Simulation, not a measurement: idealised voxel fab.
process module | voxel spacer lines
cross-section cut | 225 nm wide | cells 5 nm
A cross-section is a grid of square cells, given in bands from the top down. A band is one or more rows of cells.
Each band's line starts with the height of the band's top and of its bottom, in nm. Then come its materials from left to right, each with its width in nm. One material with "throughout" fills the band from edge to edge. "air" is empty space.
Height 0 is the level under which the wafer as received is all one material. The lowest band goes on downwards, as in "0 down".
A width such as "30 to 40" changes by the same amount from each row of cells to the next, from the band's top row to its bottom row.
"no change" after a step means that no cell of the cross-section changed.
closed voids: empty space of 8 cells or more with no open way to the top, each as width x height at its distance from the left edge, in nm
after a step's settings: what the simulator itself notes on the step
overlay nm, on a step with a mask: how far to the right of its planned place the mask lay; to the left if negative
plan
1 op RECEIVE | material Si
2 op CONFORMAL_DEP | material Al2O3 | thk nm 10
3 op DIRECTIONAL_DEP | material polySi | thk nm 10
4 op DIRECTIONAL_DEP | material aC | thk nm 25
5 op PATTERN | tone cover | mask id MANDREL | material resist | width nm 25 | pitch nm 70 | thk nm 30 | overlay nm 0
6 op DIRECTIONAL_ETCH | etch materials aC | depth nm 25
7 op STRIP | etch materials resist
8 op CONFORMAL_DEP | material SiO2 | thk nm 10
9 op DIRECTIONAL_ETCH | etch materials SiO2 | depth nm 10
10 op STRIP | etch materials aC
11 op DIRECTIONAL_ETCH | etch materials polySi | depth nm 5
12 op STRIP | etch materials SiO2
varied across the wafers: depth nm of step 11. The plan shows the first wafer's value. All wafers start alike
first wafer as received, after step 1
  0 down: Si throughout
  closed voids: none
first wafer at the end, after step 12
  20 to 15: air 55 | polySi 10 | air 25 | polySi 10 | air 25 | polySi 10 | air 25 | polySi 10 | air 55
  15 to 10: polySi throughout
  10 to 0: Al2O3 throughout
  0 down: Si throughout
  closed voids: none
last wafer at the end
  20 to 10: air 55 | polySi 10 | air 25 | polySi 10 | air 25 | polySi 10 | air 25 | polySi 10 | air 55
  10 to 0: Al2O3 throughout
  0 down: Si throughout
  closed voids: none
each wafer at the end: cells of each material gained (+) or lost (-) since it was received, then its closed voids
depth nm 5 | +90 Al2O3 | +53 polySi | closed voids: none
depth nm 10 | +90 Al2O3 | +16 polySi | closed voids: none
depth nm 15 | +90 Al2O3 | +16 polySi | closed voids: none
depth nm 20 | +90 Al2O3 | +16 polySi | closed voids: none
depth nm 25 | +90 Al2O3 | +16 polySi | closed voids: none
